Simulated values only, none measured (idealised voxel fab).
The process module that follows is named voxel transistor to metal.
300 nm wide, 5 nm square cells: that's cross-section cut.
Heads up, the way a cross-section reads in here is a grid of square cells, handed over as bands from the top down, with every band being one or more rows of cells. Top height, bottom height, nm. Materials left to right, width each, nm. Single material + "throughout" = fills band edge to edge. "empty" = empty. We count height from 0. Below that, the starting wafer is all one material. The lowest band never ends at the bottom but goes on down; see "0 nm and below" for how that is written. A width such as "30 to 40" changes by the same amount from each row of cells to the next, from the band's top row to its bottom row. Key: "stayed the same" - step with no changed cell in the cross-section. Voids not open to the top, 8 cells minimum: see "Encapsulated voids". Written width x height at distance; distance is from the left edge; nm. Past the settings on a step's line: simulator remark, on that step. overlay nm, on a step with a mask: how far to the right of its planned place the mask lay; to the left if negative.

Process steps - plan
- 1: RECEIVE,material Si
- 2: OXIDIZE,depth nm 5
- 3: CONFORMAL_DEP,material SiN,thk nm 15
- 4: MASKED_ETCH,tone cover,mask id ACTIVE,width nm 105,pitch nm 130,etch materials SiN,depth nm 15,overlay nm 0
- 5: MASKED_ETCH,tone cover,mask id ACTIVE,width nm 105,pitch nm 130,etch materials SiO2,depth nm 5,overlay nm 0
- 6: MASKED_ETCH,tone cover,mask id ACTIVE,width nm 105,pitch nm 130,etch materials Si,depth nm 20,overlay nm 0
- 7: FILL_DEP,material SiO2,thk nm 10
- 8: CMP,height nm 15
- 9: SELECTIVE_ETCH,etch materials SiO2,depth nm 5
- 10: STRIP,etch materials SiN
- 11: SELECTIVE_ETCH,etch materials SiO2,depth nm 5
- 12: OXIDIZE,depth nm 5
- 13: DIRECTIONAL_DEP,material polySi,thk nm 30
- 14: DIRECTIONAL_DEP,material SiCN,thk nm 10
- 15: PATTERN,tone cover,mask id GATE,material resist,width nm 15,pitch nm 130,thk nm 20,overlay nm 0
- 16: DIRECTIONAL_ETCH,etch materials SiCN,depth nm 20
- 17: DIRECTIONAL_ETCH,etch materials polySi,depth nm 40
- 18: STRIP,etch materials resist
- 19: CONFORMAL_DEP,material SiN,thk nm 10
- 20: DIRECTIONAL_ETCH,etch materials SiN,depth nm 10
- 21: DIRECTIONAL_ETCH,etch materials SiO2,depth nm 5
- 22: DIRECTIONAL_ETCH,etch materials Si,depth nm 10
- 23: EPI,material SiGe,thk nm 15
- 24: FILL_DEP,material SiO2,thk nm 10
- 25: CMP,height nm 35
- 26: DIRECTIONAL_DEP,material SiO2,thk nm 15
- 27: PATTERN,tone open,mask id CONTACT,material resist,width nm 20,thk nm 20,overlay nm 0
- 28: DIRECTIONAL_ETCH,etch materials SiO2,depth nm 45
- 29: STRIP,etch materials resist
- 30: CONFORMAL_DEP,material TiN,thk nm 5
- 31: FILL_DEP,material W,thk nm 5
- 32: CMP,height nm 50
- 33: DIRECTIONAL_DEP,material TiN,thk nm 5
- 34: DIRECTIONAL_DEP,material W,thk nm 20
- 35: MASKED_ETCH,tone cover,mask id METAL_1,width nm 20,etch materials W,depth nm 20,overlay nm 0
- 36: MASKED_ETCH,tone cover,mask id METAL_1,width nm 20,etch materials TiN,depth nm 5,overlay nm 0
- 37: FILL_DEP,material SiO2,thk nm 5
- 38: CMP,height nm 75
- 39: CONFORMAL_DEP,material SiCN,thk nm 5
- 40: DIRECTIONAL_DEP,material lowk,thk nm 30
- 41: DIRECTIONAL_DEP,material aC,thk nm 10
- 42: PATTERN,tone open,mask id METAL_2,material resist,width nm 20,pitch nm 130,thk nm 30,overlay nm 0
- 43: DIRECTIONAL_ETCH,etch materials aC,depth nm 10
- 44: STRIP,etch materials resist
- 45: DIRECTIONAL_ETCH,etch materials lowk,depth nm 15
- 46: STRIP,etch materials aC
- 47: DIRECTIONAL_DEP,material aC,thk nm 5
- 48: PATTERN,tone open,mask id METAL_2_HOLES,material resist,width nm 15,pitch nm 130,thk nm 25,overlay nm 0
- 49: DIRECTIONAL_ETCH,etch materials aC,depth nm 10
- 50: STRIP,etch materials resist
- 51: DIRECTIONAL_ETCH,etch materials lowk,depth nm 15
- 52: DIRECTIONAL_ETCH,etch materials SiCN,depth nm 5
- 53: STRIP,etch materials aC
- 54: CONFORMAL_DEP,material TiN,thk nm 5
- 55: FILL_DEP,material Cu,thk nm 10
- 56: CMP,height nm 110
- 57: CONFORMAL_DEP,material SiCN,thk nm 5
Wafers differ in thk nm at step 47; plan lists the first wafer's value; identical starting state.

Cross-sectional view of the first of several wafers in the as-received condition, corresponding to the state following step 1
* 0 nm and below = Si throughout
* Encapsulated voids: none

First of several wafers, sectioned at end of module (last step: step 57)
* 115 nm to 110 nm = SiCN throughout
* 110 nm to 100 nm = lowk 35 nm, then TiN 5 nm, then Cu 10 nm, then TiN 5 nm, then lowk 110 nm, then TiN 5 nm, then Cu 10 nm, then TiN 5 nm, then lowk 115 nm
* 100 nm to 95 nm = lowk 35 nm, then TiN 5 nm, then Cu 5 nm, then TiN 10 nm, then lowk 110 nm, then TiN 5 nm, then Cu 5 nm, then TiN 10 nm, then lowk 115 nm
* 95 nm to 80 nm = lowk 35 nm, then TiN 5 nm, then Cu 5 nm, then TiN 5 nm, then lowk 115 nm, then TiN 5 nm, then Cu 5 nm, then TiN 5 nm, then lowk 120 nm
* 80 nm to 75 nm = SiCN 35 nm, then TiN 15 nm, then SiCN 115 nm, then TiN 15 nm, then SiCN 120 nm
* 75 nm to 55 nm = SiO2 35 nm, then W 20 nm, then SiO2 55 nm, then W 20 nm, then SiO2 35 nm, then W 20 nm, then SiO2 55 nm, then W 20 nm, then SiO2 40 nm
* 55 nm to 50 nm = SiO2 35 nm, then TiN 20 nm, then SiO2 55 nm, then TiN 20 nm, then SiO2 35 nm, then TiN 20 nm, then SiO2 55 nm, then TiN 20 nm, then SiO2 40 nm
* 50 nm to 35 nm = SiO2 35 nm, then TiN 5 nm, then W 10 nm, then TiN 5 nm, then SiO2 55 nm, then TiN 5 nm, then W 10 nm, then TiN 5 nm, then SiO2 35 nm, then TiN 5 nm, then W 10 nm, then TiN 5 nm, then SiO2 55 nm, then TiN 5 nm, then W 10 nm, then TiN 5 nm, then SiO2 40 nm
* 35 nm to 25 nm = SiO2 35 nm, then TiN 5 nm, then W 10 nm, then TiN 5 nm, then SiO2 10 nm, then SiN 10 nm, then SiCN 15 nm, then SiN 10 nm, then SiO2 10 nm, then TiN 5 nm, then W 10 nm, then TiN 5 nm, then SiO2 35 nm, then TiN 5 nm, then W 10 nm, then TiN 5 nm, then SiO2 10 nm, then SiN 10 nm, then SiCN 15 nm, then SiN 10 nm, then SiO2 10 nm, then TiN 5 nm, then W 10 nm, then TiN 5 nm, then SiO2 40 nm
* 25 nm to 10 nm = SiO2 35 nm, then TiN 5 nm, then W 10 nm, then TiN 5 nm, then SiO2 10 nm, then SiN 10 nm, then polySi 15 nm, then SiN 10 nm, then SiO2 10 nm, then TiN 5 nm, then W 10 nm, then TiN 5 nm, then SiO2 35 nm, then TiN 5 nm, then W 10 nm, then TiN 5 nm, then SiO2 10 nm, then SiN 10 nm, then polySi 15 nm, then SiN 10 nm, then SiO2 10 nm, then TiN 5 nm, then W 10 nm, then TiN 5 nm, then SiO2 40 nm
* 10 nm to 5 nm = SiO2 35 nm, then TiN 20 nm, then SiO2 10 nm, then SiN 10 nm, then polySi 15 nm, then SiN 10 nm, then SiO2 10 nm, then TiN 20 nm, then SiO2 35 nm, then TiN 20 nm, then SiO2 10 nm, then SiN 10 nm, then polySi 15 nm, then SiN 10 nm, then SiO2 10 nm, then TiN 20 nm, then SiO2 40 nm
* 5 nm to -5 nm = SiO2 25 nm, then SiN 10 nm, then SiGe 30 nm, then SiN 10 nm, then polySi 15 nm, then SiN 10 nm, then SiGe 30 nm, then SiN 10 nm, then SiO2 15 nm, then SiN 10 nm, then SiGe 30 nm, then SiN 10 nm, then polySi 15 nm, then SiN 10 nm, then SiGe 30 nm, then SiN 10 nm, then SiO2 30 nm
* -5 nm to -10 nm = SiO2 35 nm, then SiGe 30 nm, then SiO2 35 nm, then SiGe 30 nm, then SiO2 35 nm, then SiGe 30 nm, then SiO2 35 nm, then SiGe 30 nm, then SiO2 40 nm
* -10 nm to -20 nm = SiO2 30 nm, then Si 5 nm, then SiGe 30 nm, then Si 35 nm, then SiGe 30 nm, then Si 5 nm, then SiO2 25 nm, then Si 5 nm, then SiGe 30 nm, then Si 35 nm, then SiGe 30 nm, then Si 5 nm, then SiO2 35 nm
* -20 nm to -25 nm = SiO2 30 nm, then Si 105 nm, then SiO2 25 nm, then Si 105 nm, then SiO2 35 nm
* -25 nm and below = Si throughout
* Encapsulated voids: none

The module's end: a cross-section of the last wafer
* 115 nm to 110 nm = SiCN throughout
* 110 nm to 100 nm = lowk 35 nm, then TiN 5 nm, then Cu 10 nm, then TiN 5 nm, then lowk 110 nm, then TiN 5 nm, then Cu 10 nm, then TiN 5 nm, then lowk 115 nm
* 100 nm to 95 nm = lowk 35 nm, then TiN 20 nm, then lowk 110 nm, then TiN 20 nm, then lowk 115 nm
* 95 nm to 80 nm = lowk throughout
* 80 nm to 75 nm = SiCN throughout
* 75 nm to 55 nm = SiO2 35 nm, then W 20 nm, then SiO2 55 nm, then W 20 nm, then SiO2 35 nm, then W 20 nm, then SiO2 55 nm, then W 20 nm, then SiO2 40 nm
* 55 nm to 50 nm = SiO2 35 nm, then TiN 20 nm, then SiO2 55 nm, then TiN 20 nm, then SiO2 35 nm, then TiN 20 nm, then SiO2 55 nm, then TiN 20 nm, then SiO2 40 nm
* 50 nm to 35 nm = SiO2 35 nm, then TiN 5 nm, then W 10 nm, then TiN 5 nm, then SiO2 55 nm, then TiN 5 nm, then W 10 nm, then TiN 5 nm, then SiO2 35 nm, then TiN 5 nm, then W 10 nm, then TiN 5 nm, then SiO2 55 nm, then TiN 5 nm, then W 10 nm, then TiN 5 nm, then SiO2 40 nm
* 35 nm to 25 nm = SiO2 35 nm, then TiN 5 nm, then W 10 nm, then TiN 5 nm, then SiO2 10 nm, then SiN 10 nm, then SiCN 15 nm, then SiN 10 nm, then SiO2 10 nm, then TiN 5 nm, then W 10 nm, then TiN 5 nm, then SiO2 35 nm, then TiN 5 nm, then W 10 nm, then TiN 5 nm, then SiO2 10 nm, then SiN 10 nm, then SiCN 15 nm, then SiN 10 nm, then SiO2 10 nm, then TiN 5 nm, then W 10 nm, then TiN 5 nm, then SiO2 40 nm
* 25 nm to 10 nm = SiO2 35 nm, then TiN 5 nm, then W 10 nm, then TiN 5 nm, then SiO2 10 nm, then SiN 10 nm, then polySi 15 nm, then SiN 10 nm, then SiO2 10 nm, then TiN 5 nm, then W 10 nm, then TiN 5 nm, then SiO2 35 nm, then TiN 5 nm, then W 10 nm, then TiN 5 nm, then SiO2 10 nm, then SiN 10 nm, then polySi 15 nm, then SiN 10 nm, then SiO2 10 nm, then TiN 5 nm, then W 10 nm, then TiN 5 nm, then SiO2 40 nm
* 10 nm to 5 nm = SiO2 35 nm, then TiN 20 nm, then SiO2 10 nm, then SiN 10 nm, then polySi 15 nm, then SiN 10 nm, then SiO2 10 nm, then TiN 20 nm, then SiO2 35 nm, then TiN 20 nm, then SiO2 10 nm, then SiN 10 nm, then polySi 15 nm, then SiN 10 nm, then SiO2 10 nm, then TiN 20 nm, then SiO2 40 nm
* 5 nm to -5 nm = SiO2 25 nm, then SiN 10 nm, then SiGe 30 nm, then SiN 10 nm, then polySi 15 nm, then SiN 10 nm, then SiGe 30 nm, then SiN 10 nm, then SiO2 15 nm, then SiN 10 nm, then SiGe 30 nm, then SiN 10 nm, then polySi 15 nm, then SiN 10 nm, then SiGe 30 nm, then SiN 10 nm, then SiO2 30 nm
* -5 nm to -10 nm = SiO2 35 nm, then SiGe 30 nm, then SiO2 35 nm, then SiGe 30 nm, then SiO2 35 nm, then SiGe 30 nm, then SiO2 35 nm, then SiGe 30 nm, then SiO2 40 nm
* -10 nm to -20 nm = SiO2 30 nm, then Si 5 nm, then SiGe 30 nm, then Si 35 nm, then SiGe 30 nm, then Si 5 nm, then SiO2 25 nm, then Si 5 nm, then SiGe 30 nm, then Si 35 nm, then SiGe 30 nm, then Si 5 nm, then SiO2 35 nm
* -20 nm to -25 nm = SiO2 30 nm, then Si 105 nm, then SiO2 25 nm, then Si 105 nm, then SiO2 35 nm
* -25 nm and below = Si throughout
* Encapsulated voids: none

Below: a row per wafer. Contents at end of module: for every material, cells gained since receipt (+) or lost since receipt (-); then closed voids
thk nm 5, +16 Cu, -222 Si, +126 SiCN, +120 SiGe, +80 SiN, +650 SiO2, +128 TiN, +128 W, +318 lowk, +36 polySi, Encapsulated voids: none
thk nm 10, +16 Cu, -222 Si, +126 SiCN, +120 SiGe, +80 SiN, +650 SiO2, +128 TiN, +128 W, +318 lowk, +36 polySi, Encapsulated voids: none
thk nm 15, +8 Cu, -222 Si, +132 SiCN, +120 SiGe, +80 SiN, +650 SiO2, +112 TiN, +128 W, +336 lowk, +36 polySi, Encapsulated voids: none
thk nm 20, +8 Cu, -222 Si, +132 SiCN, +120 SiGe, +80 SiN, +650 SiO2, +112 TiN, +128 W, +336 lowk, +36 polySi, Encapsulated voids: none
thk nm 25, +8 Cu, -222 Si, +132 SiCN, +120 SiGe, +80 SiN, +650 SiO2, +112 TiN, +128 W, +336 lowk, +36 polySi, Encapsulated voids: none
